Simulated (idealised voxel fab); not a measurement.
Process module, titled voxel air gaps
Cross-sectional view cut (width: 270 nm; square cell size: 5 nm).
The cross-sections in this document take the form of a grid made of square cells. They are written out as bands, in order from top to bottom. Each band consists of one or more rows of cells.
Quick guide to a band line: top height, bottom height (nm) up front; then every material left to right with its width in nm. Only one material and it's marked "all across"? Then it fills the band edge to edge. And "blank" just means empty space.
Convention: height 0 is the level below which the wafer, as received, is all one material. The lowest band does not terminate at the bottom but continues downward, represented as "0 -> down".
The width entry "30->40" should be interpreted row by row: the top row of cells in the band takes the first number, the bottom row takes the second number, and the change between adjacent rows is uniform throughout.
What does "nothing changed" mean for a step? It means no cell of the cross-section changed in that step.
In "Sealed internal voids" the enclosed voids are listed, meaning empty spaces of 8 cells or larger without any opening to the top. The form is width x height at distance, distance from the left edge, units nm.
Text after the settings on a step's line: the simulator's own remark on that step.
The optional step-line setting "overlay nm" applies to steps with a mask and quantifies how far to the right of its planned location the mask lay, a negative value indicating leftward placement.

BELOW IS THE LIST OF PLANNED PROCESS STEPS
1 RECEIVE,material Si
2 CONFORMAL_DEP,material SiO2,thk nm 10
3 CONFORMAL_DEP,material SiCN,thk nm 5
4 DIRECTIONAL_DEP,material SiO2,thk nm 40
5 PATTERN,tone open,mask id LINES,material resist,width nm 25,pitch nm 55,thk nm 15,overlay nm 0
6 DIRECTIONAL_ETCH,etch materials SiO2,depth nm 40
7 STRIP,etch materials resist
8 CONFORMAL_DEP,material TiN,thk nm 5
9 FILL_DEP,material Ru,thk nm 5
10 CMP,height nm 55
11 EPI,material Ru,thk nm 10
12 SELECTIVE_ETCH,etch materials SiO2,depth nm 50
13 CONFORMAL_DEP,material SiCN,thk nm 5

WAFER AT RECEIPT (POST STEP 1), CROSS-SECTION
	0 -> down = Si all across
	Sealed internal voids: none

BELOW IS THE WAFER IN CROSS-SECTION AFTER THE MODULE WAS COMPLETED. IT BEGAN FROM THE STARTING POINT SHOWN ABOVE AND FOLLOWED THE PLAN SHOWN ABOVE, EXCEPT THAT ONE MISTAKE WAS MADE WHILE RUNNING IT
	70 -> 65 = 50 of blank | 165 of SiCN | 55 of blank
	65 -> 55 = 50 of blank | 5 of SiCN | 45 of Ru | 10 of SiCN | 45 of Ru | 10 of SiCN | 45 of Ru | 5 of SiCN | 55 of blank
	55 -> 20 = 50 of blank | 5 of SiCN | 10 of Ru | 5 of TiN | 15 of Ru | 5 of TiN | 10 of Ru | 10 of SiCN | 10 of Ru | 5 of TiN | 15 of Ru | 5 of TiN | 10 of Ru | 10 of SiCN | 10 of Ru | 5 of TiN | 15 of Ru | 5 of TiN | 10 of Ru | 5 of SiCN | 55 of blank
	20 -> 15 = 55 of SiCN | 10 of Ru | 25 of TiN | 10 of Ru | 10 of SiCN | 10 of Ru | 25 of TiN | 10 of Ru | 10 of SiCN | 10 of Ru | 25 of TiN | 10 of Ru | 60 of SiCN
	15 -> 10 = SiCN all across
	10 -> 0 = SiO2 all across
	0 -> down = Si all across
	Sealed internal voids: none
Deviation noted in wafer processing: steps 11 and 12 of the plan were each performed in the slot designated for the other
